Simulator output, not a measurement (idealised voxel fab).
The document below concerns the process module designated voxel self aligned vias.
In the cross-section labelled cut, the width is 275 nm and each square cell is 5 nm.
A cross-section in this document is a grid of square cells, and it is written down as bands, the top band listed before the ones below it; a band is made up of one or more rows of cells. First you get the band's top height and its bottom height, in nm, and then the materials it's made of, left to right, with each width in nm. If you see a single material with "throughout", that one covers the band edge to edge. "air" is empty space. It should be noted that heights are counted from 0, beneath which the wafer as supplied is of one material throughout, and that the lowest band possesses no lower boundary but continues downward, as written in "0 down". Width spec "30->40" -> top row of cells at first value, bottom row at second value, equal per-row change in between. The designation "same as before", where it is given for a processing step, indicates that no cell of the cross-section was altered in the course of that step. Under "Cavities, closed" you'll find the enclosed gaps, the ones with no way out to the top, that are 8 cells or bigger; each reads width x height at distance, with distance counted from the left edge, everything in nm. Post-settings text on a step line: simulator's own remark regarding the step. The line of a step may include "overlay nm". On a step with a mask, this value is how far to the right of its planned place the mask lay. A negative value means the mask lay to the left.

The planned process steps are enumerated hereunder
- 1: RECEIVE,material Si
- 2: CONFORMAL_DEP,material SiO2,thk nm 15
- 3: CONFORMAL_DEP,material SiCN,thk nm 5
- 4: DIRECTIONAL_DEP,material SiO2,thk nm 20
- 5: MASKED_ETCH,tone open,mask id LINES,width nm 30,pitch nm 55,etch materials SiO2,depth nm 20,overlay nm 0
- 6: CONFORMAL_DEP,material TiN,thk nm 5
- 7: FILL_DEP,material Ru,thk nm 10
- 8: CMP,height nm 40
- 9: SELECTIVE_ETCH,etch materials W Ru TiN,depth nm 10
- 10: FILL_DEP,material SiN,thk nm 10
- 11: CMP,height nm 40
- 12: DIRECTIONAL_DEP,material SiO2,thk nm 20
- 13: PATTERN,tone open,mask id VIAS,material resist,width nm 40,pitch nm 110,thk nm 20,overlay nm 0
- 14: DIRECTIONAL_ETCH,etch materials SiO2,depth nm 20
- 15: DIRECTIONAL_ETCH,etch materials SiN,depth nm 10
- 16: STRIP,etch materials resist
- 17: CONFORMAL_DEP,material TiN,thk nm 5
- 18: FILL_DEP,material W,thk nm 5
- 19: CMP,height nm 60
- 20: CONFORMAL_DEP,material SiCN,thk nm 5

Cross-sectional view of the wafer in its as-received condition, corresponding to the state after step 1
    0 down = Si throughout
    Cavities, closed: none

The plan above was carried out on the starting structure above with one mistake, and this cross-section shows the wafer at the end of the module
    65 to 60 = SiCN throughout
    60 to 55 = W throughout
    55 to 50 = TiN: 65  W: 30  TiN: 80  W: 30  TiN: 70
    50 to 35 = SiO2: 60  TiN: 5  W: 30  TiN: 5  SiO2: 70  TiN: 5  W: 30  TiN: 5  SiO2: 65
    35 to 30 = SiO2: 60  TiN: 40  SiO2: 70  TiN: 40  SiO2: 65
    30 to 25 = SiO2: 65  TiN: 5  Ru: 20  TiN: 5  SiO2: 25  TiN: 5  Ru: 20  TiN: 5  SiO2: 25  TiN: 5  Ru: 20  TiN: 5  SiO2: 70
    25 to 20 = SiO2: 65  TiN: 30  SiO2: 25  TiN: 30  SiO2: 25  TiN: 30  SiO2: 70
    20 to 15 = SiCN throughout
    15 to 0 = SiO2 throughout
    0 down = Si throughout
    Cavities, closed: none
What went wrong in running the wafer? rather than as planned, step 11 actually ran as CMP,height nm 30
